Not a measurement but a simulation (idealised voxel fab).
Title: Process Module voxel transistor to metal
The cross-section shown here is cut; it is 300 nm wide and divided into square cells measuring 5 nm on a side.
This document writes a cross-section as a grid whose cells are square, and gives it as bands, listed from the top down; one or more rows of cells form a band. Top height, bottom height, nm. Materials left to right, width each, nm. Single material + "all across" = fills band edge to edge. "air" = empty. Height reference: 0 = level under which incoming wafer is all one material. Lowest band: no bottom, runs on downward, e.g. "0..down". A width given as "30 to 40" starts at the first number in the band's top row and ends at the second number in its bottom row, shifting by an equal amount at every step from row to row. Step marked "no alterations made"? Then no cell in the cross-section changed in it. Closed-off voids of 8+ cells (no open route to the top) go in "Closed voids list", written width x height at distance from the left edge, in nm. Whatever follows a step's settings on its line is a remark the simulator itself makes about that step. If you see "overlay nm" on a step's line and that step has a mask, it's telling you how far right of where it was planned the mask ended up; a negative number means it went left instead.

THE PLANNED PROCESS STEPS ARE ENUMERATED HEREUNDER
1) RECEIVE (material Si)
2) CONFORMAL_DEP (material SiO2; thk nm 5)
3) CONFORMAL_DEP (material SiN; thk nm 10)
4) DIRECTIONAL_DEP (material aC; thk nm 15)
5) PATTERN (tone cover; mask id ACTIVE; material resist; width nm 105; pitch nm 135; thk nm 30; overlay nm 0)
6) DIRECTIONAL_ETCH (etch materials aC; depth nm 15)
7) STRIP (etch materials resist)
8) DIRECTIONAL_ETCH (etch materials SiN; depth nm 10)
9) DIRECTIONAL_ETCH (etch materials SiO2; depth nm 5)
10) DIRECTIONAL_ETCH (etch materials Si; depth nm 35)
11) STRIP (etch materials aC)
12) FILL_DEP (material SiO2; thk nm 15)
13) CMP (height nm 5)
14) SELECTIVE_ETCH (etch materials SiO2; depth nm 5)
15) STRIP (etch materials SiN)
16) SELECTIVE_ETCH (etch materials SiO2; depth nm 5)
17) OXIDIZE (depth nm 5)
18) DIRECTIONAL_DEP (material polySi; thk nm 20)
19) DIRECTIONAL_DEP (material SiCN; thk nm 15)
20) DIRECTIONAL_DEP (material aC; thk nm 15)
21) PATTERN (tone cover; mask id GATE; material resist; width nm 25; pitch nm 135; thk nm 30; overlay nm 0)
22) DIRECTIONAL_ETCH (etch materials aC; depth nm 15)
23) STRIP (etch materials resist)
24) DIRECTIONAL_ETCH (etch materials SiCN; depth nm 25)
25) DIRECTIONAL_ETCH (etch materials polySi; depth nm 30)
26) STRIP (etch materials aC)
27) CONFORMAL_DEP (material SiO2; thk nm 5)
28) DIRECTIONAL_ETCH (etch materials SiO2; depth nm 5)
29) CONFORMAL_DEP (material SiN; thk nm 5)
30) DIRECTIONAL_ETCH (etch materials SiN; depth nm 5)
31) DIRECTIONAL_ETCH (etch materials SiO2; depth nm 5)
32) DIRECTIONAL_ETCH (etch materials Si; depth nm 15)
33) EPI (material nSi; thk nm 15)
34) FILL_DEP (material SiO2; thk nm 10)
35) CMP (height nm 35)
36) DIRECTIONAL_DEP (material SiO2; thk nm 15)
37) PATTERN (tone open; mask id CONTACT; material resist; width nm 20; thk nm 15; overlay nm 0)
38) DIRECTIONAL_ETCH (etch materials SiO2; depth nm 40)
39) STRIP (etch materials resist)
40) CONFORMAL_DEP (material TiN; thk nm 5)
41) FILL_DEP (material W; thk nm 5)
42) CMP (height nm 50)
43) CONFORMAL_DEP (material SiCN; thk nm 5)
44) DIRECTIONAL_DEP (material SiO2; thk nm 25)
45) PATTERN (tone open; mask id METAL_1; material resist; width nm 20; thk nm 15; overlay nm 0)
46) DIRECTIONAL_ETCH (etch materials SiO2; depth nm 25)
47) DIRECTIONAL_ETCH (etch materials SiCN; depth nm 5)
48) STRIP (etch materials resist)
49) CONFORMAL_DEP (material TiN; thk nm 5)
50) FILL_DEP (material W; thk nm 10)
51) CMP (height nm 80)
52) CONFORMAL_DEP (material SiCN; thk nm 5)
Variable across wafers: step 13 height nm (plan value is that of the first wafer; starting state common to all).

AS-RECEIVED STATE AFTER STEP 1, FIRST OF SEVERAL WAFERS, CROSS-SECTION
> 0..down: Si all across
> Closed voids list: none

ROW PER WAFER, END-OF-MODULE: CELL GAIN (+)/LOSS (-) BY MATERIAL SINCE THE WAFER CAME IN, THEN CLOSED VOIDS
height nm 5 | -232 Si | +134 SiCN | +32 SiN | +694 SiO2 | +128 TiN | +96 W | +128 nSi | +40 polySi | Closed voids list: none
height nm 10 | -240 Si | +134 SiCN | +28 SiN | +726 SiO2 | +128 TiN | +96 W | +108 nSi | +40 polySi | Closed voids list: none
height nm 15 | -228 Si | +134 SiCN | +32 SiN | +694 SiO2 | +128 TiN | +96 W | +124 nSi | +40 polySi | Closed voids list: none
height nm 20 | -228 Si | +134 SiCN | +36 SiN | +694 SiO2 | +128 TiN | +96 W | +120 nSi | +40 polySi | Closed voids list: none
height nm 25 | -126 Si | +104 SiCN | +100 SiN | +694 SiO2 | +120 TiN | +88 W | +40 polySi | Closed voids list: none
height nm 30 | -126 Si | +104 SiCN | +96 SiN | +708 SiO2 | +120 TiN | +88 W | +30 polySi | Closed voids list: none
